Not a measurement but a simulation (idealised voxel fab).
process module | voxel capacitor over wiring
cross-section cut | 295 nm wide | cells 5 nm
A cross-section is a grid of square cells, given in bands from the top down. A band is one or more rows of cells.
Each band's line starts with the height of the band's top and of its bottom, in nm. Then come its materials from left to right, each with its width in nm. One material with "throughout" fills the band from edge to edge. "air" is empty space.
Height 0 is the level under which the wafer as received is all one material. The lowest band goes on downwards, as in "0 down".
A width such as "30 to 40" changes by the same amount from each row of cells to the next, from the band's top row to its bottom row.
"no change" after a step means that no cell of the cross-section changed.
closed voids: empty space of 8 cells or more with no open way to the top, each as width x height at its distance from the left edge, in nm
after a step's settings: what the simulator itself notes on the step
overlay nm, on a step with a mask: how far to the right of its planned place the mask lay; to the left if negative
plan
1 op RECEIVE | material Si
2 op CONFORMAL_DEP | material SiO2 | thk nm 10
3 op DIRECTIONAL_DEP | material TiN | thk nm 5
4 op DIRECTIONAL_DEP | material Ru | thk nm 20
5 op PATTERN | tone cover | mask id METAL_1 | material resist | width nm 20 | pitch nm 80 | thk nm 15 | overlay nm 0
6 op DIRECTIONAL_ETCH | etch materials Ru | depth nm 20
7 op DIRECTIONAL_ETCH | etch materials TiN | depth nm 5
8 op STRIP | etch materials resist
9 op CONFORMAL_DEP | material SiN | thk nm 5
10 op FILL_DEP | material SiO2 | thk nm 10
11 op CMP | height nm 35
12 op CONFORMAL_DEP | material SiCN | thk nm 5
13 op DIRECTIONAL_DEP | material SiO2 | thk nm 20
14 op MASKED_ETCH | tone open | mask id PLUG_1 | width nm 15 | etch materials SiO2 | depth nm 20 | overlay nm 0
15 op MASKED_ETCH | tone open | mask id PLUG_1 | width nm 15 | etch materials SiCN | depth nm 5 | overlay nm 0
16 op CONFORMAL_DEP | material TiN | thk nm 5
17 op FILL_DEP | material W | thk nm 10
18 op CMP | height nm 60
19 op DIRECTIONAL_DEP | material TiN | thk nm 5
20 op DIRECTIONAL_DEP | material Al2O3 | thk nm 5
21 op DIRECTIONAL_DEP | material TiN | thk nm 5
22 op MASKED_ETCH | tone cover | mask id UPPER_PLATE | width nm 65 | etch materials TiN | depth nm 5 | overlay nm 0
23 op MASKED_ETCH | tone cover | mask id UPPER_PLATE | width nm 65 | etch materials Al2O3 | depth nm 5 | overlay nm 0
24 op PATTERN | tone cover | mask id LOWER_PLATE | material resist | width nm 75 | thk nm 20 | overlay nm 0
25 op DIRECTIONAL_ETCH | etch materials TiN | depth nm 5
26 op STRIP | etch materials resist
27 op FILL_DEP | material SiO2 | thk nm 20
28 op CMP | height nm 90
29 op PATTERN | tone open | mask id PLUG_2 | material resist | width nm 15 | thk nm 20 | overlay nm 0
30 op DIRECTIONAL_ETCH | etch materials SiO2 | depth nm 15
31 op STRIP | etch materials resist
32 op CONFORMAL_DEP | material TiN | thk nm 5
33 op FILL_DEP | material Ru | thk nm 10
34 op CMP | height nm 90
35 op CONFORMAL_DEP | material SiCN | thk nm 5
as received, after step 1
  0 down: Si throughout
  closed voids: none
a wafer at the end: this start, this plan, one mistake
  95 to 90: SiCN throughout
  90 to 80: SiO2 110 | TiN 5 | Ru 5 | TiN 5 | SiO2 170
  80 to 70: SiO2 110 to 100 | TiN 15 to 65 | SiO2 170 to 130
  70 to 65: SiO2 100 | Al2O3 65 | SiO2 130
  65 to 60: SiO2 95 | TiN 75 | SiO2 125
  60 to 40: SiO2 100 | TiN 5 | W 5 | TiN 5 | SiO2 180
  40 to 35: SiCN 100 | TiN 15 | SiCN 180
  35 to 15: SiCN throughout
  15 to 10: TiN throughout
  10 to 0: SiO2 throughout
  0 down: Si throughout
  closed voids: none
what went wrong: step 4 ran as: op DIRECTIONAL_DEP | material SiCN | thk nm 20
